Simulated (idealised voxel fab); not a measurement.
Title: Process Module voxel wiring stack
The figure presents cross-section cut, which has a width of 240 nm and is divided into square cells with an edge length of 5 nm.
Each cross-section below is a grid of square cells, stated as bands in top-down order, with one or more rows of cells making up each band.
Heads up on the band format: heights come first, top then bottom, in nm. After that it's the materials left to right, each with its width in nm. A single material flagged "throughout" fills the whole band edge to edge, and "air" means there's empty space there.
Note: height 0 marks the level under which the wafer is uniformly one material as received. Lowest band unbounded below, written "0 nm and below".
Note: "30..40" means the width goes from the first number (top row of the band) to the second number (bottom row) in equal steps per row of cells.
For the purposes of this document, the phrase "no modifications" attached to a step denotes that no cell within the cross-section was modified by that step.
"Voids, fully enclosed" specifies each empty space that is not open to the top and that occupies no fewer than 8 cells, using the form width x height at distance, the distance measured from the left edge and all three quantities in nm.
On each step's line, the part that comes after the settings is the simulator's own comment on the step.
The setting "overlay nm" may be written on the line of a step. When the step uses a mask, the value reports how far to the right of the planned place the mask lay, and a negative value reports that it lay to the left.

This section lists the process steps that were planned:
step 1: RECEIVE: material Si
step 2: CONFORMAL_DEP: material SiO2, thk nm 10
step 3: DIRECTIONAL_DEP: material TiN, thk nm 5
step 4: DIRECTIONAL_DEP: material Ru, thk nm 25
step 5: MASKED_ETCH: tone cover, mask id METAL_1, width nm 20, pitch nm 50, etch materials Ru, depth nm 25, overlay nm 0
step 6: MASKED_ETCH: tone cover, mask id METAL_1, width nm 20, pitch nm 50, etch materials TiN, depth nm 5, overlay nm 0
step 7: CONFORMAL_DEP: material SiCN, thk nm 5
step 8: FILL_DEP: material lowk, thk nm 10
step 9: CMP: height nm 40
step 10: CONFORMAL_DEP: material SiCN, thk nm 5
step 11: DIRECTIONAL_DEP: material lowk, thk nm 15
step 12: DIRECTIONAL_DEP: material aC, thk nm 15
step 13: PATTERN: tone open, mask id PLUG_1, material resist, width nm 15, pitch nm 50, thk nm 30, overlay nm 0
step 14: DIRECTIONAL_ETCH: etch materials aC, depth nm 15
step 15: STRIP: etch materials resist
step 16: DIRECTIONAL_ETCH: etch materials lowk, depth nm 15
step 17: DIRECTIONAL_ETCH: etch materials SiCN, depth nm 5
step 18: STRIP: etch materials aC
step 19: EPI: material Ru, thk nm 10
step 20: EPI: material Ru, thk nm 10
step 21: CONFORMAL_DEP: material SiN, thk nm 5
step 22: DIRECTIONAL_DEP: material SiO2, thk nm 25
step 23: PATTERN: tone open, mask id METAL_2, material resist, width nm 20, pitch nm 50, thk nm 15, overlay nm 0
step 24: DIRECTIONAL_ETCH: etch materials SiO2, depth nm 25
step 25: DIRECTIONAL_ETCH: etch materials SiN, depth nm 5
step 26: STRIP: etch materials resist
step 27: CONFORMAL_DEP: material TiN, thk nm 5
step 28: FILL_DEP: material Ru, thk nm 10
step 29: CMP: height nm 90
step 30: CONFORMAL_DEP: material SiCN, thk nm 5
step 31: DIRECTIONAL_DEP: material lowk, thk nm 30
step 32: MASKED_ETCH: tone open, mask id METAL_3, width nm 20, pitch nm 50, etch materials lowk, depth nm 15, overlay nm 0
step 33: PATTERN: tone open, mask id METAL_3_HOLES, material resist, width nm 15, pitch nm 100, thk nm 20, overlay nm 0
step 34: DIRECTIONAL_ETCH: etch materials lowk, depth nm 15
step 35: DIRECTIONAL_ETCH: etch materials SiCN, depth nm 5
step 36: STRIP: etch materials resist
step 37: CONFORMAL_DEP: material TiN, thk nm 5
step 38: FILL_DEP: material Ru, thk nm 10
step 39: CMP: height nm 125
step 40: CONFORMAL_DEP: material SiCN, thk nm 5
step 41: DIRECTIONAL_DEP: material SiO2, thk nm 30
step 42: DIRECTIONAL_DEP: material aC, thk nm 10
step 43: PATTERN: tone open, mask id METAL_4, material resist, width nm 20, pitch nm 50, thk nm 30, overlay nm 0
step 44: DIRECTIONAL_ETCH: etch materials aC, depth nm 10
step 45: STRIP: etch materials resist
step 46: DIRECTIONAL_ETCH: etch materials SiO2, depth nm 15
step 47: STRIP: etch materials aC
step 48: MASKED_ETCH: tone open, mask id METAL_4_HOLES, width nm 15, pitch nm 100, etch materials SiO2, depth nm 15, overlay nm 0
step 49: MASKED_ETCH: tone open, mask id METAL_4_HOLES, width nm 15, pitch nm 100, etch materials SiCN, depth nm 5, overlay nm 0
step 50: CONFORMAL_DEP: material TiN, thk nm 5
step 51: FILL_DEP: material Cu, thk nm 5
step 52: CMP: height nm 160
step 53: CONFORMAL_DEP: material SiCN, thk nm 5

Run as planned: first of two wafers:

As received, after step 1:
	0 nm and below: Si throughout
	Voids, fully enclosed: none

After step 2, in cross-section:
	10 nm to 0 nm: SiO2 throughout
	Heights below 0 show no change.

After step 3, in cross-section:
	15 nm to 10 nm: TiN throughout
	Heights below 10 show no change.

After step 4, in cross-section:
	40 nm to 15 nm: Ru throughout
	Heights below 15 show no change.

After step 5, in cross-section:
	40 nm to 15 nm: air=60, then Ru=20, then air=30, then Ru=20, then air=30, then Ru=20, then air=60
	Heights below 15 show no change.

After step 6, in cross-section:
	40 nm to 15 nm: air=60, then Ru=20, then air=30, then Ru=20, then air=30, then Ru=20, then air=60
	15 nm to 10 nm: air=60, then TiN=20, then air=30, then TiN=20, then air=30, then TiN=20, then air=60
	Heights below 10 show no change.

After step 7, in cross-section:
	45 nm to 40 nm: air=55, then SiCN=30, then air=20, then SiCN=30, then air=20, then SiCN=30, then air=55
	40 nm to 15 nm: air=55, then SiCN=5, then Ru=20, then SiCN=5, then air=20, then SiCN=5, then Ru=20, then SiCN=5, then air=20, then SiCN=5, then Ru=20, then SiCN=5, then air=55
	15 nm to 10 nm: SiCN=60, then TiN=20, then SiCN=30, then TiN=20, then SiCN=30, then TiN=20, then SiCN=60
	Heights below 10 show no change.

After step 8, in cross-section:
	55 nm to 45 nm: lowk throughout
	45 nm to 40 nm: lowk=55, then SiCN=30, then lowk=20, then SiCN=30, then lowk=20, then SiCN=30, then lowk=55
	40 nm to 15 nm: lowk=55, then SiCN=5, then Ru=20, then SiCN=5, then lowk=20, then SiCN=5, then Ru=20, then SiCN=5, then lowk=20, then SiCN=5, then Ru=20, then SiCN=5, then lowk=55
	Heights below 15 show no change.

After step 9, in cross-section:
	40 nm to 15 nm: lowk=55, then SiCN=5, then Ru=20, then SiCN=5, then lowk=20, then SiCN=5, then Ru=20, then SiCN=5, then lowk=20, then SiCN=5, then Ru=20, then SiCN=5, then lowk=55
	Heights below 15 show no change.

After step 10, in cross-section:
	45 nm to 40 nm: SiCN throughout
	Heights below 40 show no change.

After step 11, in cross-section:
	60 nm to 45 nm: lowk throughout
	Heights below 45 show no change.

After step 12, in cross-section:
	75 nm to 60 nm: aC throughout
	Heights below 60 show no change.

After step 13, in cross-section:
	105 nm to 75 nm: resist=60, then air=15, then resist=35, then air=15, then resist=35, then air=15, then resist=65
	Heights below 75 show no change.

After step 14, in cross-section:
	90 nm to 75 nm: resist=60, then air=15, then resist=35, then air=15, then resist=35, then air=15, then resist=65
	75 nm to 60 nm: aC=60, then air=15, then aC=35, then air=15, then aC=35, then air=15, then aC=65
	Heights below 60 show no change.

After step 15, in cross-section:
	75 nm to 60 nm: aC=60, then air=15, then aC=35, then air=15, then aC=35, then air=15, then aC=65
	Heights below 60 show no change.

After step 16, in cross-section:
	75 nm to 60 nm: aC=60, then air=15, then aC=35, then air=15, then aC=35, then air=15, then aC=65
	60 nm to 45 nm: lowk=60, then air=15, then lowk=35, then air=15, then lowk=35, then air=15, then lowk=65
	Heights below 45 show no change.

After step 17, in cross-section:
	75 nm to 60 nm: aC=60, then air=15, then aC=35, then air=15, then aC=35, then air=15, then aC=65
	60 nm to 45 nm: lowk=60, then air=15, then lowk=35, then air=15, then lowk=35, then air=15, then lowk=65
	45 nm to 40 nm: SiCN=60, then air=15, then SiCN=35, then air=15, then SiCN=35, then air=15, then SiCN=65
	Heights below 40 show no change.

After step 18, in cross-section:
	60 nm to 45 nm: lowk=60, then air=15, then lowk=35, then air=15, then lowk=35, then air=15, then lowk=65
	Heights below 45 show no change.

After step 19, in cross-section:
	60 nm to 50 nm: lowk=60, then air=15, then lowk=35, then air=15, then lowk=35, then air=15, then lowk=65
	50 nm to 45 nm: lowk=60, then Ru=15, then lowk=35, then Ru=15, then lowk=35, then Ru=15, then lowk=65
	45 nm to 40 nm: SiCN=60, then Ru=15, then SiCN=35, then Ru=15, then SiCN=35, then Ru=15, then SiCN=65
	Heights below 40 show no change.

After step 20, in cross-section:
	60 nm to 45 nm: lowk=60, then Ru=15, then lowk=35, then Ru=15, then lowk=35, then Ru=15, then lowk=65
	Heights below 45 show no change.

After step 21, in cross-section:
	65 nm to 60 nm: SiN throughout
	Heights below 60 show no change.

After step 22, in cross-section:
	90 nm to 65 nm: SiO2 throughout
	Heights below 65 show no change.

After step 23, in cross-section:
	105 nm to 90 nm: resist=60, then air=20, then resist=30, then air=20, then resist=30, then air=20, then resist=60
	Heights below 90 show no change.

After step 24, in cross-section:
	105 nm to 90 nm: resist=60, then air=20, then resist=30, then air=20, then resist=30, then air=20, then resist=60
	90 nm to 65 nm: SiO2=60, then air=20, then SiO2=30, then air=20, then SiO2=30, then air=20, then SiO2=60
	Heights below 65 show no change.

After step 25, in cross-section:
	105 nm to 90 nm: resist=60, then air=20, then resist=30, then air=20, then resist=30, then air=20, then resist=60
	90 nm to 65 nm: SiO2=60, then air=20, then SiO2=30, then air=20, then SiO2=30, then air=20, then SiO2=60
	65 nm to 60 nm: SiN=60, then air=20, then SiN=30, then air=20, then SiN=30, then air=20, then SiN=60
	Heights below 60 show no change.

After step 26, in cross-section:
	90 nm to 65 nm: SiO2=60, then air=20, then SiO2=30, then air=20, then SiO2=30, then air=20, then SiO2=60
	Heights below 65 show no change.

After step 27, in cross-section:
	95 nm to 90 nm: TiN=65, then air=10, then TiN=40, then air=10, then TiN=40, then air=10, then TiN=65
	90 nm to 65 nm: SiO2=60, then TiN=5, then air=10, then TiN=5, then SiO2=30, then TiN=5, then air=10, then TiN=5, then SiO2=30, then TiN=5, then air=10, then TiN=5, then SiO2=60
	65 nm to 60 nm: SiN=60, then TiN=20, then SiN=30, then TiN=20, then SiN=30, then TiN=20, then SiN=60
	Heights below 60 show no change.

After step 28, in cross-section:
	105 nm to 95 nm: Ru throughout
	95 nm to 90 nm: TiN=65, then Ru=10, then TiN=40, then Ru=10, then TiN=40, then Ru=10, then TiN=65
	90 nm to 65 nm: SiO2=60, then TiN=5, then Ru=10, then TiN=5, then SiO2=30, then TiN=5, then Ru=10, then TiN=5, then SiO2=30, then TiN=5, then Ru=10, then TiN=5, then SiO2=60
	Heights below 65 show no change.

After step 29, in cross-section:
	90 nm to 65 nm: SiO2=60, then TiN=5, then Ru=10, then TiN=5, then SiO2=30, then TiN=5, then Ru=10, then TiN=5, then SiO2=30, then TiN=5, then Ru=10, then TiN=5, then SiO2=60
	Heights below 65 show no change.

After step 30, in cross-section:
	95 nm to 90 nm: SiCN throughout
	Heights below 90 show no change.

After step 31, in cross-section:
	125 nm to 95 nm: lowk throughout
	Heights below 95 show no change.

After step 32, in cross-section:
	125 nm to 110 nm: lowk=60, then air=20, then lowk=30, then air=20, then lowk=30, then air=20, then lowk=60
	Heights below 110 show no change.

After step 33, in cross-section:
	145 nm to 125 nm: resist=60, then air=15, then resist=85, then air=15, then resist=65
	125 nm to 110 nm: lowk=60, then air=15, then resist=5, then lowk=30, then resist=20, then lowk=30, then air=15, then resist=5, then lowk=60
	Heights below 110 show no change.

After step 34, in cross-section:
	145 nm to 125 nm: resist=60, then air=15, then resist=85, then air=15, then resist=65
	125 nm to 110 nm: lowk=60, then air=15, then resist=5, then lowk=30, then resist=20, then lowk=30, then air=15, then resist=5, then lowk=60
	110 nm to 95 nm: lowk=60, then air=15, then lowk=85, then air=15, then lowk=65
	Heights below 95 show no change.

After step 35, in cross-section:
	145 nm to 125 nm: resist=60, then air=15, then resist=85, then air=15, then resist=65
	125 nm to 110 nm: lowk=60, then air=15, then resist=5, then lowk=30, then resist=20, then lowk=30, then air=15, then resist=5, then lowk=60
	110 nm to 95 nm: lowk=60, then air=15, then lowk=85, then air=15, then lowk=65
	95 nm to 90 nm: SiCN=60, then air=15, then SiCN=85, then air=15, then SiCN=65
	Heights below 90 show no change.

After step 36, in cross-section:
	125 nm to 110 nm: lowk=60, then air=20, then lowk=30, then air=20, then lowk=30, then air=20, then lowk=60
	Heights below 110 show no change.

After step 37, in cross-section:
	130 nm to 125 nm: TiN=65, then air=10, then TiN=40, then air=10, then TiN=40, then air=10, then TiN=65
	125 nm to 115 nm: lowk=60, then TiN=5, then air=10, then TiN=5, then lowk=30, then TiN=5, then air=10, then TiN=5, then lowk=30, then TiN=5, then air=10, then TiN=5, then lowk=60
	115 nm to 110 nm: lowk=60, then TiN=5, then air=5, then TiN=10, then lowk=30, then TiN=20, then lowk=30, then TiN=5, then air=5, then TiN=10, then lowk=60
	110 nm to 95 nm: lowk=60, then TiN=5, then air=5, then TiN=5, then lowk=85, then TiN=5, then air=5, then TiN=5, then lowk=65
	95 nm to 90 nm: SiCN=60, then TiN=15, then SiCN=85, then TiN=15, then SiCN=65
	Heights below 90 show no change.

After step 38, in cross-section:
	140 nm to 130 nm: Ru throughout
	130 nm to 125 nm: TiN=65, then Ru=10, then TiN=40, then Ru=10, then TiN=40, then Ru=10, then TiN=65
	125 nm to 115 nm: lowk=60, then TiN=5, then Ru=10, then TiN=5, then lowk=30, then TiN=5, then Ru=10, then TiN=5, then lowk=30, then TiN=5, then Ru=10, then TiN=5, then lowk=60
	115 nm to 110 nm: lowk=60, then TiN=5, then Ru=5, then TiN=10, then lowk=30, then TiN=20, then lowk=30, then TiN=5, then Ru=5, then TiN=10, then lowk=60
	110 nm to 95 nm: lowk=60, then TiN=5, then Ru=5, then TiN=5, then lowk=85, then TiN=5, then Ru=5, then TiN=5, then lowk=65
	Heights below 95 show no change.

After step 39, in cross-section:
	125 nm to 115 nm: lowk=60, then TiN=5, then Ru=10, then TiN=5, then lowk=30, then TiN=5, then Ru=10, then TiN=5, then lowk=30, then TiN=5, then Ru=10, then TiN=5, then lowk=60
	Heights below 115 show no change.

After step 40, in cross-section:
	130 nm to 125 nm: SiCN throughout
	Heights below 125 show no change.

After step 41, in cross-section:
	160 nm to 130 nm: SiO2 throughout
	Heights below 130 show no change.

After step 42, in cross-section:
	170 nm to 160 nm: aC throughout
	Heights below 160 show no change.

After step 43, in cross-section:
	200 nm to 170 nm: resist=60, then air=20, then resist=30, then air=20, then resist=30, then air=20, then resist=60
	Heights below 170 show no change.

After step 44, in cross-section:
	190 nm to 170 nm: resist=60, then air=20, then resist=30, then air=20, then resist=30, then air=20, then resist=60
	170 nm to 160 nm: aC=60, then air=20, then aC=30, then air=20, then aC=30, then air=20, then aC=60
	Heights below 160 show no change.

After step 45, in cross-section:
	170 nm to 160 nm: aC=60, then air=20, then aC=30, then air=20, then aC=30, then air=20, then aC=60
	Heights below 160 show no change.

After step 46, in cross-section:
	170 nm to 160 nm: aC=60, then air=20, then aC=30, then air=20, then aC=30, then air=20, then aC=60
	160 nm to 145 nm: SiO2=60, then air=20, then SiO2=30, then air=20, then SiO2=30, then air=20, then SiO2=60
	Heights below 145 show no change.

After step 47, in cross-section:
	160 nm to 145 nm: SiO2=60, then air=20, then SiO2=30, then air=20, then SiO2=30, then air=20, then SiO2=60
	Heights below 145 show no change.

After step 48, in cross-section:
	160 nm to 145 nm: SiO2=60, then air=20, then SiO2=30, then air=20, then SiO2=30, then air=20, then SiO2=60
	145 nm to 130 nm: SiO2=60, then air=15, then SiO2=85, then air=15, then SiO2=65
	Heights below 130 show no change.

After step 49, in cross-section:
	160 nm to 145 nm: SiO2=60, then air=20, then SiO2=30, then air=20, then SiO2=30, then air=20, then SiO2=60
	145 nm to 130 nm: SiO2=60, then air=15, then SiO2=85, then air=15, then SiO2=65
	130 nm to 125 nm: SiCN=60, then air=15, then SiCN=85, then air=15, then SiCN=65
	Heights below 125 show no change.

After step 50, in cross-section:
	165 nm to 160 nm: TiN=65, then air=10, then TiN=40, then air=10, then TiN=40, then air=10, then TiN=65
	160 nm to 150 nm: SiO2=60, then TiN=5, then air=10, then TiN=5, then SiO2=30, then TiN=5, then air=10, then TiN=5, then SiO2=30, then TiN=5, then air=10, then TiN=5, then SiO2=60
	150 nm to 145 nm: SiO2=60, then TiN=5, then air=5, then TiN=10, then SiO2=30, then TiN=20, then SiO2=30, then TiN=5, then air=5, then TiN=10, then SiO2=60
	145 nm to 130 nm: SiO2=60, then TiN=5, then air=5, then TiN=5, then SiO2=85, then TiN=5, then air=5, then TiN=5, then SiO2=65
	130 nm to 125 nm: SiCN=60, then TiN=15, then SiCN=85, then TiN=15, then SiCN=65
	Heights below 125 show no change.

After step 51, in cross-section:
	170 nm to 165 nm: Cu throughout
	165 nm to 160 nm: TiN=65, then Cu=10, then TiN=40, then Cu=10, then TiN=40, then Cu=10, then TiN=65
	160 nm to 150 nm: SiO2=60, then TiN=5, then Cu=10, then TiN=5, then SiO2=30, then TiN=5, then Cu=10, then TiN=5, then SiO2=30, then TiN=5, then Cu=10, then TiN=5, then SiO2=60
	150 nm to 145 nm: SiO2=60, then TiN=5, then Cu=5, then TiN=10, then SiO2=30, then TiN=20, then SiO2=30, then TiN=5, then Cu=5, then TiN=10, then SiO2=60
	145 nm to 130 nm: SiO2=60, then TiN=5, then Cu=5, then TiN=5, then SiO2=85, then TiN=5, then Cu=5, then TiN=5, then SiO2=65
	Heights below 130 show no change.

After step 52, in cross-section:
	160 nm to 150 nm: SiO2=60, then TiN=5, then Cu=10, then TiN=5, then SiO2=30, then TiN=5, then Cu=10, then TiN=5, then SiO2=30, then TiN=5, then Cu=10, then TiN=5, then SiO2=60
	Heights below 150 show no change.

After step 53, in cross-section:
	165 nm to 160 nm: SiCN throughout
	Heights below 160 show no change.

Wafer two of the pair: same origin, same plan, one error during the run; identical to wafer one up to and including step 45:

Cross-section of the second wafer at the time step 46 of the plan should have ended:
	170 nm to 160 nm: aC=60, then air=20, then aC=30, then air=20, then aC=30, then air=20, then aC=60
	160 nm to 140 nm: SiO2=60, then air=20, then SiO2=30, then air=20, then SiO2=30, then air=20, then SiO2=60
	Heights below 140 show no change.

Cross-section of the second wafer at the time step 47 of the plan should have ended:
	160 nm to 140 nm: SiO2=60, then air=20, then SiO2=30, then air=20, then SiO2=30, then air=20, then SiO2=60
	Heights below 140 show no change.

Cross-section of the second wafer at the time step 48 of the plan should have ended:
	160 nm to 140 nm: SiO2=60, then air=20, then SiO2=30, then air=20, then SiO2=30, then air=20, then SiO2=60
	140 nm to 130 nm: SiO2=60, then air=15, then SiO2=85, then air=15, then SiO2=65
	Heights below 130 show no change.

Cross-section of the second wafer at the time step 49 of the plan should have ended:
	160 nm to 140 nm: SiO2=60, then air=20, then SiO2=30, then air=20, then SiO2=30, then air=20, then SiO2=60
	140 nm to 130 nm: SiO2=60, then air=15, then SiO2=85, then air=15, then SiO2=65
	130 nm to 125 nm: SiCN=60, then air=15, then SiCN=85, then air=15, then SiCN=65
	Heights below 125 show no change.

Cross-section of the second wafer at the time step 50 of the plan should have ended:
	165 nm to 160 nm: TiN=65, then air=10, then TiN=40, then air=10, then TiN=40, then air=10, then TiN=65
	160 nm to 145 nm: SiO2=60, then TiN=5, then air=10, then TiN=5, then SiO2=30, then TiN=5, then air=10, then TiN=5, then SiO2=30, then TiN=5, then air=10, then TiN=5, then SiO2=60
	145 nm to 140 nm: SiO2=60, then TiN=5, then air=5, then TiN=10, then SiO2=30, then TiN=20, then SiO2=30, then TiN=5, then air=5, then TiN=10, then SiO2=60
	140 nm to 130 nm: SiO2=60, then TiN=5, then air=5, then TiN=5, then SiO2=85, then TiN=5, then air=5, then TiN=5, then SiO2=65
	130 nm to 125 nm: SiCN=60, then TiN=15, then SiCN=85, then TiN=15, then SiCN=65
	Heights below 125 show no change.

Cross-section of the second wafer at the time step 51 of the plan should have ended:
	170 nm to 165 nm: Cu throughout
	165 nm to 160 nm: TiN=65, then Cu=10, then TiN=40, then Cu=10, then TiN=40, then Cu=10, then TiN=65
	160 nm to 145 nm: SiO2=60, then TiN=5, then Cu=10, then TiN=5, then SiO2=30, then TiN=5, then Cu=10, then TiN=5, then SiO2=30, then TiN=5, then Cu=10, then TiN=5, then SiO2=60
	145 nm to 140 nm: SiO2=60, then TiN=5, then Cu=5, then TiN=10, then SiO2=30, then TiN=20, then SiO2=30, then TiN=5, then Cu=5, then TiN=10, then SiO2=60
	140 nm to 130 nm: SiO2=60, then TiN=5, then Cu=5, then TiN=5, then SiO2=85, then TiN=5, then Cu=5, then TiN=5, then SiO2=65
	Heights below 130 show no change.

Cross-section of the second wafer at the time step 52 of the plan should have ended:
	160 nm to 145 nm: SiO2=60, then TiN=5, then Cu=10, then TiN=5, then SiO2=30, then TiN=5, then Cu=10, then TiN=5, then SiO2=30, then TiN=5, then Cu=10, then TiN=5, then SiO2=60
	Heights below 145 show no change.

Cross-section of the second wafer at the time step 53 of the plan should have ended:
	165 nm to 160 nm: SiCN throughout
	Heights below 160 show no change.
What broke from the plan during processing? step 46 off recipe, ran as DIRECTIONAL_ETCH: etch materials SiO2, depth nm 20
Once processing is complete, comparing cell counts shows that the second wafer has more or fewer of certain materials than the first: +4 Cu, -6 SiO2, +2 TiN
